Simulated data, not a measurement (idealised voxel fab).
Module name: voxel capacitor over wiring (process module)
This is section cut - it's 220 nm across, gridded in 5 nm square cells.
In what follows, cross-sections appear as grids of square cells, described through bands that run from the top down, where every band is one or more rows of cells. Heads up on the band format: heights come first, top then bottom, in nm. After that it's the materials left to right, each with its width in nm. A single material flagged "edge to edge" fills the whole band edge to edge, and "blank" means there's empty space there. Heights are measured from 0, the level below which the as-received wafer is all one material; the lowest band has no bottom and continues downward, written as in "0 -> down". The two numbers in a width such as "30 to 40" mark its ends across the band: the first belongs to the top row of cells, the second to the bottom row, and from each row to the next the width moves by the same amount. Where the words "same as before" appear for a step, the cross-section shows no cell changed by that step; every cell remained as before. In the "Listed closed voids" entry, you get each enclosed empty space of 8 cells or more, one with no open way to the top, written width x height at distance, distance from the left edge, in nm. On a step's line, text after the settings is the simulator commenting on that step. overlay nm: right-of-plan distance of the mask on a masked step; negative values mean left-of-plan.
[plan]
- 1: op RECEIVE | material Si
- 2: op CONFORMAL_DEP | material SiO2 | thk nm 10
- 3: op DIRECTIONAL_DEP | material TiN | thk nm 5
- 4: op DIRECTIONAL_DEP | material Ru | thk nm 15
- 5: op DIRECTIONAL_DEP | material aC | thk nm 15
- 6: op PATTERN | tone cover | mask id METAL_1 | material resist | width nm 30 | pitch nm 90 | thk nm 35 | overlay nm 0
- 7: op DIRECTIONAL_ETCH | etch materials aC | depth nm 15
- 8: op STRIP | etch materials resist
- 9: op DIRECTIONAL_ETCH | etch materials Ru | depth nm 15
- 10: op DIRECTIONAL_ETCH | etch materials TiN | depth nm 5
- 11: op STRIP | etch materials aC
- 12: op CONFORMAL_DEP | material SiN | thk nm 5
- 13: op FILL_DEP | material lowk | thk nm 5
- 14: op CMP | height nm 30
- 15: op CONFORMAL_DEP | material SiCN | thk nm 5
- 16: op DIRECTIONAL_DEP | material SiO2 | thk nm 10
- 17: op PATTERN | tone open | mask id PLUG_1 | material resist | width nm 15 | thk nm 15 | overlay nm 0
- 18: op DIRECTIONAL_ETCH | etch materials SiO2 | depth nm 10
- 19: op DIRECTIONAL_ETCH | etch materials SiCN | depth nm 5
- 20: op STRIP | etch materials resist
- 21: op CONFORMAL_DEP | material TiN | thk nm 5
- 22: op FILL_DEP | material Cu | thk nm 5
- 23: op CMP | height nm 45
- 24: op DIRECTIONAL_DEP | material TiN | thk nm 10
- 25: op DIRECTIONAL_DEP | material SiN | thk nm 5
- 26: op DIRECTIONAL_DEP | material TiN | thk nm 5
- 27: op MASKED_ETCH | tone cover | mask id UPPER_PLATE | width nm 65 | etch materials TiN | depth nm 5 | overlay nm 0
- 28: op MASKED_ETCH | tone cover | mask id UPPER_PLATE | width nm 65 | etch materials SiN | depth nm 5 | overlay nm 0
- 29: op DIRECTIONAL_DEP | material aC | thk nm 15
- 30: op PATTERN | tone cover | mask id LOWER_PLATE | material resist | width nm 75 | thk nm 35 | overlay nm 0
- 31: op DIRECTIONAL_ETCH | etch materials aC | depth nm 15
- 32: op STRIP | etch materials resist
- 33: op DIRECTIONAL_ETCH | etch materials TiN | depth nm 10
- 34: op STRIP | etch materials aC
- 35: op FILL_DEP | material SiO2 | thk nm 15
- 36: op CMP | height nm 75
- 37: op MASKED_ETCH | tone open | mask id PLUG_2 | width nm 15 | etch materials SiO2 | depth nm 10 | overlay nm 0
- 38: op CONFORMAL_DEP | material TiN | thk nm 5
- 39: op FILL_DEP | material Ru | thk nm 5
- 40: op CMP | height nm 75
- 41: op CONFORMAL_DEP | material SiCN | thk nm 5
[Wafer, first of two, run as planned]
[This is the cross-section of the wafer as we received it, i.e. after step 1]
  0 -> down | Si edge to edge
  Listed closed voids: none
[You're looking at a cross-section of the wafer after step 2]
  10 -> 0 | SiO2 edge to edge
  Note: structure below 0 unchanged.
[You're looking at a cross-section of the wafer after step 3]
  15 -> 10 | TiN edge to edge
  Note: structure below 10 unchanged.
[You're looking at a cross-section of the wafer after step 4]
  30 -> 15 | Ru edge to edge
  Note: structure below 15 unchanged.
[You're looking at a cross-section of the wafer after step 5]
  45 -> 30 | aC edge to edge
  Note: structure below 30 unchanged.
[You're looking at a cross-section of the wafer after step 6]
  80 -> 45 | 50 nm blank, 30 nm resist, 60 nm blank, 30 nm resist, 50 nm blank
  Note: structure below 45 unchanged.
[You're looking at a cross-section of the wafer after step 7]
  65 -> 45 | 50 nm blank, 30 nm resist, 60 nm blank, 30 nm resist, 50 nm blank
  45 -> 30 | 50 nm blank, 30 nm aC, 60 nm blank, 30 nm aC, 50 nm blank
  Note: structure below 30 unchanged.
[You're looking at a cross-section of the wafer after step 8]
  45 -> 30 | 50 nm blank, 30 nm aC, 60 nm blank, 30 nm aC, 50 nm blank
  Note: structure below 30 unchanged.
[You're looking at a cross-section of the wafer after step 9]
  45 -> 30 | 50 nm blank, 30 nm aC, 60 nm blank, 30 nm aC, 50 nm blank
  30 -> 15 | 50 nm blank, 30 nm Ru, 60 nm blank, 30 nm Ru, 50 nm blank
  Note: structure below 15 unchanged.
[You're looking at a cross-section of the wafer after step 10]
  45 -> 30 | 50 nm blank, 30 nm aC, 60 nm blank, 30 nm aC, 50 nm blank
  30 -> 15 | 50 nm blank, 30 nm Ru, 60 nm blank, 30 nm Ru, 50 nm blank
  15 -> 10 | 50 nm blank, 30 nm TiN, 60 nm blank, 30 nm TiN, 50 nm blank
  Note: structure below 10 unchanged.
[You're looking at a cross-section of the wafer after step 11]
  30 -> 15 | 50 nm blank, 30 nm Ru, 60 nm blank, 30 nm Ru, 50 nm blank
  Note: structure below 15 unchanged.
[You're looking at a cross-section of the wafer after step 12]
  35 -> 30 | 45 nm blank, 40 nm SiN, 50 nm blank, 40 nm SiN, 45 nm blank
  30 -> 15 | 45 nm blank, 5 nm SiN, 30 nm Ru, 5 nm SiN, 50 nm blank, 5 nm SiN, 30 nm Ru, 5 nm SiN, 45 nm blank
  15 -> 10 | 50 nm SiN, 30 nm TiN, 60 nm SiN, 30 nm TiN, 50 nm SiN
  Note: structure below 10 unchanged.
[You're looking at a cross-section of the wafer after step 13]
  40 -> 35 | lowk edge to edge
  35 -> 30 | 45 nm lowk, 40 nm SiN, 50 nm lowk, 40 nm SiN, 45 nm lowk
  30 -> 15 | 45 nm lowk, 5 nm SiN, 30 nm Ru, 5 nm SiN, 50 nm lowk, 5 nm SiN, 30 nm Ru, 5 nm SiN, 45 nm lowk
  Note: structure below 15 unchanged.
[You're looking at a cross-section of the wafer after step 14]
  30 -> 15 | 45 nm lowk, 5 nm SiN, 30 nm Ru, 5 nm SiN, 50 nm lowk, 5 nm SiN, 30 nm Ru, 5 nm SiN, 45 nm lowk
  Note: structure below 15 unchanged.
[You're looking at a cross-section of the wafer after step 15]
  35 -> 30 | SiCN edge to edge
  Note: structure below 30 unchanged.
[You're looking at a cross-section of the wafer after step 16]
  45 -> 35 | SiO2 edge to edge
  Note: structure below 35 unchanged.
[You're looking at a cross-section of the wafer after step 17]
  60 -> 45 | 65 nm resist, 15 nm blank, 140 nm resist
  Note: structure below 45 unchanged.
[You're looking at a cross-section of the wafer after step 18]
  60 -> 45 | 65 nm resist, 15 nm blank, 140 nm resist
  45 -> 35 | 65 nm SiO2, 15 nm blank, 140 nm SiO2
  Note: structure below 35 unchanged.
[You're looking at a cross-section of the wafer after step 19]
  60 -> 45 | 65 nm resist, 15 nm blank, 140 nm resist
  45 -> 35 | 65 nm SiO2, 15 nm blank, 140 nm SiO2
  35 -> 30 | 65 nm SiCN, 15 nm blank, 140 nm SiCN
  Note: structure below 30 unchanged.
[You're looking at a cross-section of the wafer after step 20]
  45 -> 35 | 65 nm SiO2, 15 nm blank, 140 nm SiO2
  Note: structure below 35 unchanged.
[You're looking at a cross-section of the wafer after step 21]
  50 -> 45 | 70 nm TiN, 5 nm blank, 145 nm TiN
  45 -> 35 | 65 nm SiO2, 5 nm TiN, 5 nm blank, 5 nm TiN, 140 nm SiO2
  35 -> 30 | 65 nm SiCN, 15 nm TiN, 140 nm SiCN
  Note: structure below 30 unchanged.
[You're looking at a cross-section of the wafer after step 22]
  55 -> 50 | Cu edge to edge
  50 -> 45 | 70 nm TiN, 5 nm Cu, 145 nm TiN
  45 -> 35 | 65 nm SiO2, 5 nm TiN, 5 nm Cu, 5 nm TiN, 140 nm SiO2
  Note: structure below 35 unchanged.
[You're looking at a cross-section of the wafer after step 23]
  45 -> 35 | 65 nm SiO2, 5 nm TiN, 5 nm Cu, 5 nm TiN, 140 nm SiO2
  Note: structure below 35 unchanged.
[You're looking at a cross-section of the wafer after step 24]
  55 -> 45 | TiN edge to edge
  Note: structure below 45 unchanged.
[You're looking at a cross-section of the wafer after step 25]
  60 -> 55 | SiN edge to edge
  Note: structure below 55 unchanged.
[You're looking at a cross-section of the wafer after step 26]
  65 -> 60 | TiN edge to edge
  Note: structure below 60 unchanged.
[You're looking at a cross-section of the wafer after step 27]
  65 -> 60 | 65 nm blank, 65 nm TiN, 90 nm blank
  Note: structure below 60 unchanged.
[You're looking at a cross-section of the wafer after step 28]
  65 -> 60 | 65 nm blank, 65 nm TiN, 90 nm blank
  60 -> 55 | 65 nm blank, 65 nm SiN, 90 nm blank
  Note: structure below 55 unchanged.
[You're looking at a cross-section of the wafer after step 29]
  80 -> 70 | 65 nm blank, 65 nm aC, 90 nm blank
  70 -> 65 | aC edge to edge
  65 -> 60 | 65 nm aC, 65 nm TiN, 90 nm aC
  60 -> 55 | 65 nm aC, 65 nm SiN, 90 nm aC
  Note: structure below 55 unchanged.
[You're looking at a cross-section of the wafer after step 30]
  115 -> 80 | 60 nm blank, 75 nm resist, 85 nm blank
  80 -> 70 | 60 nm blank, 5 nm resist, 65 nm aC, 5 nm resist, 85 nm blank
  Note: structure below 70 unchanged.
[You're looking at a cross-section of the wafer after step 31]
  100 -> 80 | 60 nm blank, 75 nm resist, 85 nm blank
  80 -> 70 | 60 nm blank, 5 nm resist, 65 nm aC, 5 nm resist, 85 nm blank
  70 -> 65 | 60 nm blank, 75 nm aC, 85 nm blank
  65 -> 60 | 60 nm blank, 5 nm aC, 65 nm TiN, 5 nm aC, 85 nm blank
  60 -> 55 | 60 nm blank, 5 nm aC, 65 nm SiN, 5 nm aC, 85 nm blank
  Note: structure below 55 unchanged.
[You're looking at a cross-section of the wafer after step 32]
  80 -> 70 | 65 nm blank, 65 nm aC, 90 nm blank
  Note: structure below 70 unchanged.
[You're looking at a cross-section of the wafer after step 33]
  80 -> 70 | 65 nm blank, 65 nm aC, 90 nm blank
  70 -> 65 | 60 nm blank, 75 nm aC, 85 nm blank
  65 -> 60 | 60 nm blank, 5 nm aC, 65 nm TiN, 5 nm aC, 85 nm blank
  60 -> 55 | 60 nm blank, 5 nm aC, 65 nm SiN, 5 nm aC, 85 nm blank
  55 -> 45 | 60 nm blank, 75 nm TiN, 85 nm blank
  Note: structure below 45 unchanged.
[You're looking at a cross-section of the wafer after step 34]
  65 -> 60 | 65 nm blank, 65 nm TiN, 90 nm blank
  60 -> 55 | 65 nm blank, 65 nm SiN, 90 nm blank
  Note: structure below 55 unchanged.
[You're looking at a cross-section of the wafer after step 35]
  80 -> 65 | SiO2 edge to edge
  65 -> 60 | 65 nm SiO2, 65 nm TiN, 90 nm SiO2
  60 -> 55 | 65 nm SiO2, 65 nm SiN, 90 nm SiO2
  55 -> 45 | 60 nm SiO2, 75 nm TiN, 85 nm SiO2
  Note: structure below 45 unchanged.
[You're looking at a cross-section of the wafer after step 36]
  75 -> 65 | SiO2 edge to edge
  Note: structure below 65 unchanged.
[You're looking at a cross-section of the wafer after step 37]
  75 -> 65 | 75 nm SiO2, 15 nm blank, 130 nm SiO2
  Note: structure below 65 unchanged.
[You're looking at a cross-section of the wafer after step 38]
  80 -> 75 | 80 nm TiN, 5 nm blank, 135 nm TiN
  75 -> 70 | 75 nm SiO2, 5 nm TiN, 5 nm blank, 5 nm TiN, 130 nm SiO2
  70 -> 60 | 75 to 65 nm SiO2, 15 to 65 nm TiN, 130 to 90 nm SiO2
  Note: structure below 60 unchanged.
[You're looking at a cross-section of the wafer after step 39]
  85 -> 80 | Ru edge to edge
  80 -> 75 | 80 nm TiN, 5 nm Ru, 135 nm TiN
  75 -> 70 | 75 nm SiO2, 5 nm TiN, 5 nm Ru, 5 nm TiN, 130 nm SiO2
  Note: structure below 70 unchanged.
[You're looking at a cross-section of the wafer after step 40]
  75 -> 70 | 75 nm SiO2, 5 nm TiN, 5 nm Ru, 5 nm TiN, 130 nm SiO2
  Note: structure below 70 unchanged.
[You're looking at a cross-section of the wafer after step 41]
  80 -> 75 | SiCN edge to edge
  Note: structure below 75 unchanged.
[Second wafer, same starting state and plan as the first, one mistake in the run, identical through step 34]
[What the second wafer looks like in cross-section when step 35 should have wrapped up]
  80 -> 65 | aC edge to edge
  65 -> 60 | 65 nm aC, 65 nm TiN, 90 nm aC
  60 -> 55 | 65 nm aC, 65 nm SiN, 90 nm aC
  55 -> 45 | 60 nm aC, 75 nm TiN, 85 nm aC
  Note: structure below 45 unchanged.
[What the second wafer looks like in cross-section when step 36 should have wrapped up]
  75 -> 65 | aC edge to edge
  Note: structure below 65 unchanged.
What the second wafer looks like in cross-section when step 37 should have wrapped up: same as before
[What the second wafer looks like in cross-section when step 38 should have wrapped up]
  80 -> 75 | TiN edge to edge
  Note: structure below 75 unchanged.
[What the second wafer looks like in cross-section when step 39 should have wrapped up]
  85 -> 80 | Ru edge to edge
  Note: structure below 80 unchanged.
[What the second wafer looks like in cross-section when step 40 should have wrapped up]
  75 -> 65 | aC edge to edge
  Note: structure below 65 unchanged.
[What the second wafer looks like in cross-section when step 41 should have wrapped up]
  80 -> 75 | SiCN edge to edge
  Note: structure below 75 unchanged.
The plan and the run diverged here: contrary to plan, step 35 was performed as op FILL_DEP | material aC | thk nm 15
at the end the second wafer has, in cells: Ru -1 | SiO2 -202 | TiN -5 | aC +208
